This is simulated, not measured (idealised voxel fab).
Herein follows the process module entitled voxel transistor to metal.
Square cells of 5 nm make up the cross-section cut, whose width is 185 nm.
Cross-section format: a grid of square cells, given as bands from top to bottom; each band is one or more rows of cells.
It is stipulated that each band's entry specify, in nanometres, the height of the top of the band and then that of its bottom, followed by the materials of the band in left-to-right sequence, each together with its width in nanometres. A single material marked by the word "throughout" is understood to fill the band from edge to edge; the word "blank" is understood to denote empty space.
Height reference: 0 = level under which incoming wafer is all one material. Lowest band: no bottom, runs on downward, e.g. "0 down".
Per-row width for "30 to 40": begins at first number (top row of band), ends at second number (bottom row), increment between rows held constant.
Step note "nothing different" = no cross-section cell changed.
In the "Enclosed void listing" entry, you get each enclosed empty space of 8 cells or more, one with no open way to the top, written width x height at distance, distance from the left edge, in nm.
On each step's line, the part that comes after the settings is the simulator's own comment on the step.
When a step includes a mask, the "overlay nm" setting on its line states how far to the right of its planned place that mask lay, and negative values state how far to the left.
# Listed below are the process steps as planned
- 1: RECEIVE with material Si
- 2: OXIDIZE with depth nm 5
- 3: CONFORMAL_DEP with material SiN, thk nm 10
- 4: MASKED_ETCH with tone cover, mask id ACTIVE, width nm 115, etch materials SiN, depth nm 10, overlay nm 0
- 5: MASKED_ETCH with tone cover, mask id ACTIVE, width nm 115, etch materials SiO2, depth nm 5, overlay nm 0
- 6: MASKED_ETCH with tone cover, mask id ACTIVE, width nm 115, etch materials Si, depth nm 20, overlay nm 0
- 7: OXIDIZE with depth nm 5
- 8: FILL_DEP with material SiO2, thk nm 10
- 9: CMP with height nm 10
- 10: SELECTIVE_ETCH with etch materials SiO2, depth nm 10
- 11: STRIP with etch materials SiN
- 12: SELECTIVE_ETCH with etch materials SiO2, depth nm 5
- 13: OXIDIZE with depth nm 5
- 14: DIRECTIONAL_DEP with material polySi, thk nm 25
- 15: DIRECTIONAL_DEP with material SiCN, thk nm 15
- 16: PATTERN with tone cover, mask id GATE, material resist, width nm 35, thk nm 20, overlay nm 0
- 17: DIRECTIONAL_ETCH with etch materials SiCN, depth nm 25
- 18: DIRECTIONAL_ETCH with etch materials polySi, depth nm 35
- 19: STRIP with etch materials resist
- 20: CONFORMAL_DEP with material SiN, thk nm 10
- 21: DIRECTIONAL_ETCH with etch materials SiN, depth nm 10
- 22: DIRECTIONAL_ETCH with etch materials SiO2, depth nm 5
- 23: DIRECTIONAL_ETCH with etch materials Si, depth nm 15
- 24: EPI with material SiGe, thk nm 20
- 25: FILL_DEP with material SiO2, thk nm 5
- 26: CMP with height nm 20
- 27: STRIP with etch materials polySi
- 28: SELECTIVE_ETCH with etch materials SiO2, depth nm 5
- 29: CONFORMAL_DEP with material HfO2, thk nm 5
- 30: CONFORMAL_DEP with material TiN, thk nm 5
- 31: FILL_DEP with material W, thk nm 10
- 32: CMP with height nm 15
- 33: DIRECTIONAL_DEP with material SiO2, thk nm 10
- 34: PATTERN with tone open, mask id CONTACT, material resist, width nm 20, pitch nm 85, thk nm 20, overlay nm 0
- 35: DIRECTIONAL_ETCH with etch materials SiO2, depth nm 30
- 36: STRIP with etch materials resist
- 37: CONFORMAL_DEP with material TiN, thk nm 5
- 38: FILL_DEP with material W, thk nm 10
- 39: CMP with height nm 25
- 40: DIRECTIONAL_DEP with material TiN, thk nm 5
- 41: DIRECTIONAL_DEP with material Ru, thk nm 15
- 42: PATTERN with tone cover, mask id METAL_1, material resist, width nm 20, pitch nm 85, thk nm 15, overlay nm 0
- 43: DIRECTIONAL_ETCH with etch materials Ru, depth nm 15
- 44: DIRECTIONAL_ETCH with etch materials TiN, depth nm 5
- 45: STRIP with etch materials resist
- 46: CONFORMAL_DEP with material SiCN, thk nm 5
- 47: FILL_DEP with material lowk, thk nm 5
- 48: CMP with height nm 45
- 49: CONFORMAL_DEP with material SiCN, thk nm 5
- 50: DIRECTIONAL_DEP with material lowk, thk nm 35
- 51: MASKED_ETCH with tone open, mask id METAL_2_HOLES, width nm 15, pitch nm 85, etch materials lowk, depth nm 35, overlay nm 0
- 52: PATTERN with tone open, mask id METAL_2, material resist, width nm 20, pitch nm 85, thk nm 15, overlay nm 0
- 53: DIRECTIONAL_ETCH with etch materials lowk, depth nm 20
- 54: DIRECTIONAL_ETCH with etch materials SiCN, depth nm 5
- 55: STRIP with etch materials resist
- 56: CONFORMAL_DEP with material TiN, thk nm 5
- 57: FILL_DEP with material Cu, thk nm 5
- 58: CMP with height nm 85
- 59: CONFORMAL_DEP with material SiCN, thk nm 5
# As-received state of the wafer in cross-section, equivalent to post-step 1
> 0 down | Si throughout
> Enclosed void listing: none
# Same starting wafer, same plan as above, one mistake in the execution; this is the cross-section at the end of the module
> 90 to 85 | SiCN throughout
> 85 to 70 | lowk: 40 | TiN: 5 | Cu: 10 | TiN: 5 | lowk: 65 | TiN: 5 | Cu: 10 | TiN: 5 | lowk: 40
> 70 to 65 | lowk: 40 | TiN: 5 | Cu: 5 | TiN: 10 | lowk: 65 | TiN: 5 | Cu: 5 | TiN: 10 | lowk: 40
> 65 to 50 | lowk: 40 | TiN: 5 | Cu: 5 | TiN: 5 | lowk: 70 | TiN: 5 | Cu: 5 | TiN: 5 | lowk: 45
> 50 to 45 | SiCN: 40 | TiN: 15 | SiCN: 70 | TiN: 15 | SiCN: 45
> 45 to 30 | lowk: 35 | SiCN: 5 | Ru: 20 | SiCN: 5 | lowk: 55 | SiCN: 5 | Ru: 20 | SiCN: 5 | lowk: 35
> 30 to 25 | SiCN: 40 | TiN: 20 | SiCN: 65 | TiN: 20 | SiCN: 40
> 25 to 20 | SiO2: 40 | TiN: 5 | W: 10 | TiN: 5 | SiO2: 65 | TiN: 5 | W: 10 | TiN: 5 | SiO2: 40
> 20 to 15 | SiO2: 40 | TiN: 20 | SiO2: 65 | TiN: 20 | SiO2: 40
> 15 to 0 | SiO2: 15 | SiGe: 50 | SiN: 10 | HfO2: 5 | TiN: 5 | W: 15 | TiN: 5 | HfO2: 5 | SiN: 10 | SiGe: 50 | SiO2: 15
> 0 to -5 | SiO2: 15 | SiGe: 50 | SiN: 10 | HfO2: 5 | TiN: 25 | HfO2: 5 | SiN: 10 | SiGe: 50 | SiO2: 15
> -5 to -10 | SiO2: 15 | SiGe: 50 | SiO2: 5 | HfO2: 45 | SiO2: 5 | SiGe: 50 | SiO2: 15
> -10 to -25 | SiO2: 40 | SiGe: 25 | Si: 55 | SiGe: 25 | SiO2: 40
> -25 to -30 | SiO2: 40 | Si: 105 | SiO2: 40
> -30 down | Si throughout
> Enclosed void listing: none
what went wrong: execution of plan step 24 occurred twice
